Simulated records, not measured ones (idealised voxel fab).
Name of the process module below: voxel ribs on slabs
Cross-section cut: width 270 nm, square cells of 5 nm.
This document writes a cross-section as a grid whose cells are square, and gives it as bands, listed from the top down; one or more rows of cells form a band. First you get the band's top height and its bottom height, in nm, and then the materials it's made of, left to right, with each width in nm. If you see a single material with "throughout", that one covers the band edge to edge. "air" is empty space. Basically, 0 is our baseline, since under it the wafer straight out of the box is all one material. The bottom band has no lower end and keeps on going down, so it looks like "top 0, no bottom". The two numbers in a width such as "30 to 40" mark its ends across the band: the first belongs to the top row of cells, the second to the bottom row, and from each row to the next the width moves by the same amount. Given "no change" for a step, no cell of the cross-section differs between before and after that step. Entry "Sealed-off cavities". Content: empty spaces with no open connection to the top, size 8 cells or greater. Each: width x height at distance. Distance: from left edge. Unit: nm. Heads up: the bit after the settings on a step's line is the simulator's remark on that step. "overlay nm" denotes, for a step that has a mask, the displacement of the mask to the right of its planned place, with negative values corresponding to the left.
# Set out below are the planned steps of the process
1: RECEIVE: material Si
2: DIRECTIONAL_DEP: material SiO2, thk nm 25
3: DIRECTIONAL_DEP: material polySi, thk nm 15
4: MASKED_ETCH: tone cover, mask id RIB, width nm 20, etch materials polySi, depth nm 5, overlay nm 0
5: MASKED_ETCH: tone cover, mask id SLAB, width nm 80, etch materials polySi, depth nm 10, overlay nm 0
6: FILL_DEP: material SiO2, thk nm 15
7: CMP: height nm 50
8: DIRECTIONAL_DEP: material TiN, thk nm 10
9: DIRECTIONAL_DEP: material aC, thk nm 10
10: PATTERN: tone cover, mask id HEATER, material resist, width nm 30, thk nm 25, overlay nm 0
11: DIRECTIONAL_ETCH: etch materials aC, depth nm 10
12: STRIP: etch materials resist
13: DIRECTIONAL_ETCH: etch materials TiN, depth nm 10
14: STRIP: etch materials aC
15: CONFORMAL_DEP: material SiN, thk nm 5
# Incoming wafer, cross-sectional view, post step 1
	top 0, no bottom  Si throughout
	Sealed-off cavities: none
# The following cross-section depicts the wafer upon conclusion of the module. Processing commenced from the starting condition illustrated above and adhered to the plan illustrated above, save for one mistake in execution
	top 65, bottom 60  115 of air, 40 of SiN, 115 of air
	top 60, bottom 55  115 of air, 5 of SiN, 30 of TiN, 5 of SiN, 115 of air
	top 55, bottom 50  120 of SiN, 30 of TiN, 120 of SiN
	top 50, bottom 40  SiO2 throughout
	top 40, bottom 35  95 of SiO2, 30 of polySi, 20 of SiO2, 30 of polySi, 95 of SiO2
	top 35, bottom 30  95 of SiO2, 80 of polySi, 95 of SiO2
	top 30, bottom 25  polySi throughout
	top 25, bottom 0  SiO2 throughout
	top 0, no bottom  Si throughout
	Sealed-off cavities: none
In executing the process, a mistake was made relative to the plan: planned and actual differ for step 4; actual: MASKED_ETCH: tone open, mask id RIB, width nm 20, etch materials polySi, depth nm 5, overlay nm 0
